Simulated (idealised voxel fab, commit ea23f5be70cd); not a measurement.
The document below concerns the process module designated voxel released beams.
Square cell edge 5 nm, section width 280 nm, ID cut.
This document writes a cross-section as a grid whose cells are square, and gives it as bands, listed from the top down; one or more rows of cells form a band. It is stipulated that each band's entry specify, in nanometres, the height of the top of the band and then that of its bottom, followed by the materials of the band in left-to-right sequence, each together with its width in nanometres. A single material marked by the word "full width" is understood to fill the band from edge to edge; the word "empty" is understood to denote empty space. The level at which height equals 0 is the one under which the wafer, as it arrives, is entirely one material. No lower edge exists for the bottom band, which continues downward and is notated as in "0 down". The width entry "30 to 40" should be interpreted row by row: the top row of cells in the band takes the first number, the bottom row takes the second number, and the change between adjacent rows is uniform throughout. "changes: none" for a step: no cell of the cross-section changed in that step. Any empty space of 8 cells or more lacking an open way to the top shows up in "Enclosed empty spaces" as width x height at distance, distance from the left edge, in nm. Note: text after step settings on the step line = simulator remark on that step. overlay nm: mask right of planned place by this much (step with mask). Neg. = left.

Planned step list for the process
1 RECEIVE (material Si)
2 CONFORMAL_DEP (material SiN; thk nm 10)
3 DIRECTIONAL_DEP (material SiO2; thk nm 15)
4 MASKED_ETCH (tone open; mask id ANCHOR; width nm 30; etch materials SiO2; depth nm 15; overlay nm 0)
5 CONFORMAL_DEP (material W; thk nm 10)
6 DIRECTIONAL_DEP (material aC; thk nm 10)
7 PATTERN (tone cover; mask id BEAM; material resist; width nm 85; thk nm 30; overlay nm 0)
8 DIRECTIONAL_ETCH (etch materials aC; depth nm 10)
9 STRIP (etch materials resist)
10 DIRECTIONAL_ETCH (etch materials W; depth nm 10)
11 STRIP (etch materials aC)
12 STRIP (etch materials SiO2)

Shown in cross-section is the wafer as received, that is, as it stands after step 1
> 0 down | Si full width
> Enclosed empty spaces: none

A wafer at the end: this start, this plan, one mistake
> 25 to 15 | 95 empty | 15 W | 10 empty | 60 W | 100 empty
> 15 to 10 | 100 empty | 10 W | 10 empty | 10 W | 150 empty
> 10 to 0 | 100 empty | 30 W | 150 empty
> 0 down | Si full width
> Enclosed empty spaces: none
Where did the run depart from the plan? step 2 from the plan never happened, it was just skipped
